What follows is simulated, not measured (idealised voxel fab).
process module | voxel self aligned contacts
cross-section cut | 160 nm wide | cells 5 nm
A cross-section is a grid of square cells, given in bands from the top down. A band is one or more rows of cells.
Each band's line starts with the height of the band's top and of its bottom, in nm. Then come its materials from left to right, each with its width in nm. One material with "throughout" fills the band from edge to edge. "air" is empty space.
Height 0 is the level under which the wafer as received is all one material. The lowest band goes on downwards, as in "0 down".
A width such as "30 to 40" changes by the same amount from each row of cells to the next, from the band's top row to its bottom row.
"no change" after a step means that no cell of the cross-section changed.
closed voids: empty space of 8 cells or more with no open way to the top, each as width x height at its distance from the left edge, in nm
after a step's settings: what the simulator itself notes on the step
overlay nm, on a step with a mask: how far to the right of its planned place the mask lay; to the left if negative
plan
1 op RECEIVE | material Si
2 op OXIDIZE | depth nm 5
3 op DIRECTIONAL_DEP | material polySi | thk nm 30
4 op DIRECTIONAL_DEP | material SiN | thk nm 25
5 op PATTERN | tone cover | mask id GATE | material resist | width nm 35 | pitch nm 70 | thk nm 20 | overlay nm 0
6 op DIRECTIONAL_ETCH | etch materials SiN | depth nm 25
7 op DIRECTIONAL_ETCH | etch materials polySi | depth nm 30
8 op STRIP | etch materials resist
9 op CONFORMAL_DEP | material SiN | thk nm 10
10 op DIRECTIONAL_ETCH | etch materials SiN | depth nm 10
11 op FILL_DEP | material SiO2 | thk nm 15
12 op CMP | height nm 65
13 op DIRECTIONAL_DEP | material aC | thk nm 15
14 op PATTERN | tone open | mask id CONTACT | material resist | width nm 45 | thk nm 35 | overlay nm 0
15 op DIRECTIONAL_ETCH | etch materials aC | depth nm 15
16 op STRIP | etch materials resist
17 op DIRECTIONAL_ETCH | etch materials SiO2 | depth nm 70
18 op STRIP | etch materials aC
19 op CONFORMAL_DEP | material TiN | thk nm 5
20 op FILL_DEP | material W | thk nm 10
21 op CMP | height nm 65
22 op CONFORMAL_DEP | material SiN | thk nm 5
as received, after step 1
  0 down: Si throughout
  closed voids: none
a wafer at the end: this start, this plan, one mistake
  70 to 65: SiN throughout
  65 to 55: SiO2 60 | TiN 5 to 15 | W 25 to 5 | TiN 5 to 15 | SiO2 65
  55 to 30: SiO2 15 | SiN 55 | TiN 5 | W 5 | TiN 5 | SiN 55 | SiO2 20
  30 to 0: SiO2 15 | SiN 10 | polySi 35 | SiN 10 | TiN 5 | W 5 | TiN 5 | SiN 10 | polySi 35 | SiN 10 | SiO2 20
  0 to -5: SiO2 70 | TiN 15 | SiO2 75
  -5 down: Si throughout
  closed voids: none
what went wrong: step 14 ran as: op PATTERN | tone open | mask id CONTACT | material resist | width nm 35 | thk nm 35 | overlay nm 0
